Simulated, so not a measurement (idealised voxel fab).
You're looking at the process module voxel self aligned vias.
It is cross-section cut that appears here, measuring 210 nm in width, its square cells being 5 nm in size.
Cross-section = grid of square cells, listed top down in bands; band = one or more rows.
Within each band entry, the heights of the top and of the bottom of the band appear first, in that order and in nm; the materials of the band then follow from left to right, each with its corresponding width in nm. The designation "all across" on a single material indicates that it fills the band from edge to edge; the designation "air" indicates empty space.
Height datum 0, below which the as-received substrate wafer is one material. Lowest band open at the bottom, running downward: "top 0, no bottom".
Quick explanation for "30->40": the width changes in equal steps down the rows of cells, from the first number in the band's top row to the second number in its bottom row.
When a step is marked "left unchanged", none of the cells in the cross-section changed during that step.
Voids not open to the top, 8 cells minimum: see "Entrapped voids". Written width x height at distance; distance is from the left edge; nm.
Whatever follows a step's settings on its line is a remark the simulator itself makes about that step.
overlay nm: right-of-plan distance of the mask on a masked step; negative values mean left-of-plan.
-- Steps planned for the process
1. RECEIVE | material Si
2. CONFORMAL_DEP | material SiO2 | thk nm 10
3. CONFORMAL_DEP | material SiCN | thk nm 5
4. DIRECTIONAL_DEP | material lowk | thk nm 30
5. PATTERN | tone open | mask id LINES | material resist | width nm 20 | pitch nm 55 | thk nm 15 | overlay nm 0
6. DIRECTIONAL_ETCH | etch materials lowk | depth nm 30
7. STRIP | etch materials resist
8. CONFORMAL_DEP | material TiN | thk nm 5
9. FILL_DEP | material W | thk nm 10
10. CMP | height nm 45
11. SELECTIVE_ETCH | etch materials W Ru TiN | depth nm 10
12. FILL_DEP | material SiN | thk nm 5
13. CMP | height nm 45
14. DIRECTIONAL_DEP | material lowk | thk nm 20
15. MASKED_ETCH | tone open | mask id VIAS | width nm 40 | etch materials lowk | depth nm 20 | overlay nm 0
16. MASKED_ETCH | tone open | mask id VIAS | width nm 40 | etch materials SiN | depth nm 10 | overlay nm 0
17. CONFORMAL_DEP | material TiN | thk nm 5
18. FILL_DEP | material W | thk nm 10
19. CMP | height nm 65
20. CONFORMAL_DEP | material SiCN | thk nm 5
-- Cross-sectional view of the wafer in its as-received condition, corresponding to the state after step 1
* top 0, no bottom  Si all across
* Entrapped voids: none
-- End state of the module in cross-section, given the above starting point and plan and one mistake in execution
* top 85, bottom 80  SiCN all across
* top 80, bottom 70  W all across
* top 70, bottom 65  TiN (60) / W (30) / TiN (120)
* top 65, bottom 50  lowk (55) / TiN (5) / W (30) / TiN (5) / lowk (115)
* top 50, bottom 45  lowk (55) / TiN (15) / W (10) / TiN (15) / lowk (115)
* top 45, bottom 40  lowk (65) / TiN (5) / W (10) / TiN (5) / lowk (35) / SiN (20) / lowk (70)
* top 40, bottom 35  lowk (65) / TiN (20) / lowk (35) / SiN (20) / lowk (70)
* top 35, bottom 20  lowk (65) / TiN (5) / W (10) / TiN (5) / lowk (35) / TiN (5) / W (10) / TiN (5) / lowk (70)
* top 20, bottom 15  lowk (65) / TiN (20) / lowk (35) / TiN (20) / lowk (70)
* top 15, bottom 10  SiCN all across
* top 10, bottom 0  SiO2 all across
* top 0, no bottom  Si all across
* Entrapped voids: none
Nonconformance to the process plan: the run left out plan step 19 entirely, so it was never executed
